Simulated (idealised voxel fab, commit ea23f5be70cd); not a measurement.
Proc. module: voxel fin reveal
We display cut, a cross-section 215 nm in width whose square cells are each 5 nm.
Cross-section spec: square-cell grid; bands listed top down; each band is one or more rows.
Heads up on the band format: heights come first, top then bottom, in nm. After that it's the materials left to right, each with its width in nm. A single material flagged "all across" fills the whole band edge to edge, and "air" means there's empty space there.
Height datum 0, below which the as-received substrate wafer is one material. Lowest band open at the bottom, running downward: "0 -> down".
The notation "30 to 40" denotes a width that varies across the rows of cells in the band, beginning at the first number in the top row, finishing at the second number in the bottom row, and changing by an identical amount from each row to the next.
The designation "nothing different", where it is given for a processing step, indicates that no cell of the cross-section was altered in the course of that step.
Reported under the label "Closed void list" are the empty spaces having no open way to the top and comprising 8 cells or more; the notation for each is width x height at distance, in which the distance is measured from the left edge and all three values are in nm.
Where a step's line continues beyond its settings, the continuation is a remark by the simulator itself on that step.
A step line may carry the setting "overlay nm", which, for steps involving a mask, states the distance by which the mask lay to the right of its intended position; negative values denote displacement to the left.
## Here's what the planned process steps look like
1: RECEIVE | material Si
2: CONFORMAL_DEP | material SiN | thk nm 10
3: MASKED_ETCH | tone cover | mask id FINS | width nm 15 | pitch nm 45 | etch materials SiN | depth nm 10 | overlay nm 0
4: MASKED_ETCH | tone cover | mask id FINS | width nm 15 | pitch nm 45 | etch materials Si | depth nm 30 | overlay nm 0
5: OXIDIZE | depth nm 5
6: FILL_DEP | material SiO2 | thk nm 15
7: CMP | height nm 10
8: SELECTIVE_ETCH | etch materials SiO2 | depth nm 20
9: STRIP | etch materials SiN
## First out of two wafers; run went to plan
## As-received wafer cross-section (after step 1)
> 0 -> down = Si all across
> Closed void list: none
## Take a look at the wafer's cross-section after step 2
> 10 -> 0 = SiN all across
> For the remainder of the cross-section, below 0, there is no change.
## Take a look at the wafer's cross-section after step 3
> 10 -> 0 = air (75)  SiN (15)  air (30)  SiN (15)  air (80)
> For the remainder of the cross-section, below 0, there is no change.
## Take a look at the wafer's cross-section after step 4
> 10 -> 0 = air (75)  SiN (15)  air (30)  SiN (15)  air (80)
> 0 -> -30 = air (75)  Si (15)  air (30)  Si (15)  air (80)
> For the remainder of the cross-section, below -30, there is no change.
## Take a look at the wafer's cross-section after step 5
> 10 -> 0 = air (75)  SiN (15)  air (30)  SiN (15)  air (80)
> 0 -> -30 = air (75)  SiO2 (5)  Si (5)  SiO2 (5)  air (30)  SiO2 (5)  Si (5)  SiO2 (5)  air (80)
> -30 -> -35 = SiO2 (80)  Si (5)  SiO2 (40)  Si (5)  SiO2 (85)
> For the remainder of the cross-section, below -35, there is no change.
## Take a look at the wafer's cross-section after step 6
> 25 -> 10 = SiO2 all across
> 10 -> 0 = SiO2 (75)  SiN (15)  SiO2 (30)  SiN (15)  SiO2 (80)
> 0 -> -35 = SiO2 (80)  Si (5)  SiO2 (40)  Si (5)  SiO2 (85)
> For the remainder of the cross-section, below -35, there is no change.
## Take a look at the wafer's cross-section after step 7
> 10 -> 0 = SiO2 (75)  SiN (15)  SiO2 (30)  SiN (15)  SiO2 (80)
> For the remainder of the cross-section, below 0, there is no change.
## Take a look at the wafer's cross-section after step 8
> 10 -> 0 = air (75)  SiN (15)  air (30)  SiN (15)  air (80)
> 0 -> -10 = air (80)  Si (5)  air (40)  Si (5)  air (85)
> For the remainder of the cross-section, below -10, there is no change.
## Take a look at the wafer's cross-section after step 9
> 0 -> -10 = air (80)  Si (5)  air (40)  Si (5)  air (85)
> For the remainder of the cross-section, below -10, there is no change.
## Regarding the second of the two wafers: it shared the first wafer's starting condition and process plan, yet one error occurred during its execution. Its history coincides with that of the first wafer up to and including step 3
## Second wafer, sectioned view, at step 4's planned end time
> 10 -> 0 = air (75)  SiN (15)  air (30)  SiN (15)  air (80)
> 0 -> -30 = air (65)  Si (25)  air (20)  Si (25)  air (80)
> For the remainder of the cross-section, below -30, there is no change.
## Second wafer, sectioned view, at step 5's planned end time
> 10 -> 0 = air (75)  SiN (15)  air (30)  SiN (15)  air (80)
> 0 -> -5 = air (65)  SiO2 (15)  Si (5)  SiO2 (5)  air (20)  SiO2 (15)  Si (5)  SiO2 (5)  air (80)
> -5 -> -30 = air (65)  SiO2 (5)  Si (15)  SiO2 (5)  air (20)  SiO2 (5)  Si (15)  SiO2 (5)  air (80)
> -30 -> -35 = SiO2 (70)  Si (15)  SiO2 (30)  Si (15)  SiO2 (85)
> For the remainder of the cross-section, below -35, there is no change.
## Second wafer, sectioned view, at step 6's planned end time
> 25 -> 10 = SiO2 all across
> 10 -> 0 = SiO2 (75)  SiN (15)  SiO2 (30)  SiN (15)  SiO2 (80)
> 0 -> -5 = SiO2 (80)  Si (5)  SiO2 (40)  Si (5)  SiO2 (85)
> -5 -> -35 = SiO2 (70)  Si (15)  SiO2 (30)  Si (15)  SiO2 (85)
> For the remainder of the cross-section, below -35, there is no change.
## Second wafer, sectioned view, at step 7's planned end time
> 10 -> 0 = SiO2 (75)  SiN (15)  SiO2 (30)  SiN (15)  SiO2 (80)
> For the remainder of the cross-section, below 0, there is no change.
## Second wafer, sectioned view, at step 8's planned end time
> 10 -> 0 = air (75)  SiN (15)  air (30)  SiN (15)  air (80)
> 0 -> -10 = air (80 to 70)  Si (5 to 15)  air (40 to 30)  Si (5 to 15)  air (85)
> For the remainder of the cross-section, below -10, there is no change.
## Second wafer, sectioned view, at step 9's planned end time
> 0 -> -10 = air (80 to 70)  Si (5 to 15)  air (40 to 30)  Si (5 to 15)  air (85)
> For the remainder of the cross-section, below -10, there is no change.
Here's what went sideways: step 4 ran as: MASKED_ETCH | tone cover | mask id FINS | width nm 15 | pitch nm 45 | etch materials Si | depth nm 30 | overlay nm -10
Final tally in cells, some materials are higher or lower on the second wafer than on the first: Si +24; SiO2 -20
